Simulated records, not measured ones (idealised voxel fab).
The document below concerns the process module designated voxel tone inversion.
The cross-section on display is named cut; it measures 210 nm wide, and its cells are 5 nm squares.
The cross-sections in this document take the form of a grid made of square cells. They are written out as bands, in order from top to bottom. Each band consists of one or more rows of cells.
Per band: top height and bottom height in nm, followed by the left-to-right materials and their widths in nm; "edge to edge" marks a single material spanning edge to edge, "blank" marks empty space.
Ref level 0: as-received wafer is one material below here. Bottom band extends down with no lower bound ("0..down").
Quick explanation for "30->40": the width changes in equal steps down the rows of cells, from the first number in the band's top row to the second number in its bottom row.
"no modifications", as given for a step, is the statement that not any cell of the cross-section underwent a change during that step.
"Catalogued sealed voids" contains a list of empty spaces, each no smaller than 8 cells and without an open way to the top, written in the form width x height at distance with the distance from the left edge and all three in nm.
Note: text after step settings on the step line = simulator remark on that step.
For masked steps, "overlay nm" on the step line gives how far right of plan the mask actually lay; a minus sign means it lay to the left.
[So here's the lineup of process steps we planned]
- 1: RECEIVE [material Si]
- 2: CONFORMAL_DEP [material SiCN] [thk nm 10]
- 3: DIRECTIONAL_DEP [material aC] [thk nm 15]
- 4: PATTERN [tone cover] [mask id POSTS] [material resist] [width nm 15] [pitch nm 30] [thk nm 25] [overlay nm 0]
- 5: DIRECTIONAL_ETCH [etch materials aC] [depth nm 15]
- 6: STRIP [etch materials resist]
- 7: FILL_DEP [material lowk] [thk nm 10]
- 8: CMP [height nm 25]
- 9: STRIP [etch materials aC]
[Wafer at receipt (post step 1), cross-section]
* 0..down | Si edge to edge
* Catalogued sealed voids: none
[The following cross-section depicts the wafer upon conclusion of the module. Processing commenced from the starting condition illustrated above and adhered to the plan illustrated above, save for one mistake in execution]
* 25..15 | SiCN edge to edge
* 15..0 | aC edge to edge
* 0..down | Si edge to edge
* Catalogued sealed voids: none
Which mistake was made when the wafer was run? steps 2 and 3: order swapped relative to plan
